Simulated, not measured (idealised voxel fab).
A process module follows: voxel spacer lines.
Section shown: cut. Width: 165 nm. Cell size: 5 nm, square.
We lay out every cross-section as a grid of square cells and spell it out in bands from the top down, where one band means one or more rows of cells.
Per band: top height and bottom height in nm, followed by the left-to-right materials and their widths in nm; "all across" marks a single material spanning edge to edge, "air" marks empty space.
Below 0: as-received wafer, all one material; heights counted from there. Lowest band: no bottom, goes on down, written "z 0 and below".
Read "30->40" as a graded width: first number on top, second number at the bottom, same change between each pair of neighbouring rows.
Where the words "nothing different" appear for a step, the cross-section shows no cell changed by that step; every cell remained as before.
Under "Closed internal cavities" you'll find the enclosed gaps, the ones with no way out to the top, that are 8 cells or bigger; each reads width x height at distance, with distance counted from the left edge, everything in nm.
Whatever follows a step's settings on its line is a remark the simulator itself makes about that step.
Each step line may optionally specify "overlay nm", which for a step with a mask gives the rightward distance between the mask's planned place and where it lay, a negative value indicating the leftward direction.

Process steps foreseen in the plan:
1: RECEIVE, material Si
2: CONFORMAL_DEP, material Al2O3, thk nm 5
3: DIRECTIONAL_DEP, material polySi, thk nm 15
4: DIRECTIONAL_DEP, material aC, thk nm 25
5: PATTERN, tone cover, mask id MANDREL, material resist, width nm 20, pitch nm 60, thk nm 30, overlay nm 0
6: DIRECTIONAL_ETCH, etch materials aC, depth nm 25
7: STRIP, etch materials resist
8: CONFORMAL_DEP, material SiO2, thk nm 10
9: DIRECTIONAL_ETCH, etch materials SiO2, depth nm 10
10: STRIP, etch materials aC
11: DIRECTIONAL_ETCH, etch materials polySi, depth nm 15
12: STRIP, etch materials SiO2

Incoming wafer, cross-sectional view, post step 1:
	z 0 and below: Si all across
	Closed internal cavities: none

First of two wafers, end-of-module section, run followed plan:
	z 20 to 5: air: 30 / polySi: 10 / air: 20 / polySi: 10 / air: 20 / polySi: 10 / air: 20 / polySi: 10 / air: 35
	z 5 to 0: Al2O3 all across
	z 0 and below: Si all across
	Closed internal cavities: none

This is the second of the two wafers, cross-sectioned at the end of the module; it started exactly like the first and was given the same plan, but it was run with one mistake:
	z 20 to 5: air: 35 / polySi: 10 / air: 20 / polySi: 10 / air: 20 / polySi: 10 / air: 20 / polySi: 10 / air: 30
	z 5 to 0: Al2O3 all across
	z 0 and below: Si all across
	Closed internal cavities: none
Which mistake was made when the wafer was run? planned and actual differ for step 5; actual: PATTERN, tone cover, mask id MANDREL, material resist, width nm 20, pitch nm 60, thk nm 30, overlay nm 5
If you tally the cells, the second wafer ends up with the same amount of every material as the first; it's all just sitting in different places.
